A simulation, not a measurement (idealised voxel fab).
process module | voxel lift off
cross-section cut | 230 nm wide | cells 5 nm
A cross-section is a grid of square cells, given in bands from the top down. A band is one or more rows of cells.
Each band's line starts with the height of the band's top and of its bottom, in nm. Then come its materials from left to right, each with its width in nm. One material with "throughout" fills the band from edge to edge. "air" is empty space.
Height 0 is the level under which the wafer as received is all one material. The lowest band goes on downwards, as in "0 down".
A width such as "30 to 40" changes by the same amount from each row of cells to the next, from the band's top row to its bottom row.
"no change" after a step means that no cell of the cross-section changed.
closed voids: empty space of 8 cells or more with no open way to the top, each as width x height at its distance from the left edge, in nm
after a step's settings: what the simulator itself notes on the step
overlay nm, on a step with a mask: how far to the right of its planned place the mask lay; to the left if negative
plan
1 op RECEIVE | material Si
2 op CONFORMAL_DEP | material SiN | thk nm 5
3 op PATTERN | tone open | mask id LINES | material resist | width nm 15 | pitch nm 30 | thk nm 30 | overlay nm 0
4 op DIRECTIONAL_DEP | material Ru | thk nm 15
5 op STRIP | etch materials resist
6 op CONFORMAL_DEP | material SiO2 | thk nm 5
as received, after step 1
  0 down: Si throughout
  closed voids: none
first wafer at the end, as planned
  25 to 20: air 85 | SiO2 25 | air 5 | SiO2 25 | air 90
  20 to 10: air 85 | SiO2 5 | Ru 15 | SiO2 5 | air 5 | SiO2 5 | Ru 15 | SiO2 5 | air 90
  10 to 5: SiO2 90 | Ru 15 | SiO2 15 | Ru 15 | SiO2 95
  5 to 0: SiN throughout
  0 down: Si throughout
  closed voids: none
second wafer at the end: like start, like plan, one mistake
  25 to 20: air 85 | SiO2 25 | air 5 | SiO2 25 | air 90
  20 to 10: air 85 | SiO2 5 | SiN 15 | SiO2 5 | air 5 | SiO2 5 | SiN 15 | SiO2 5 | air 90
  10 to 5: SiO2 90 | SiN 15 | SiO2 15 | SiN 15 | SiO2 95
  5 to 0: SiN throughout
  0 down: Si throughout
  closed voids: none
what went wrong: step 4 ran as: op DIRECTIONAL_DEP | material SiN | thk nm 15
at the end the second wafer has, in cells: 18 fewer of Ru | 18 more of SiN
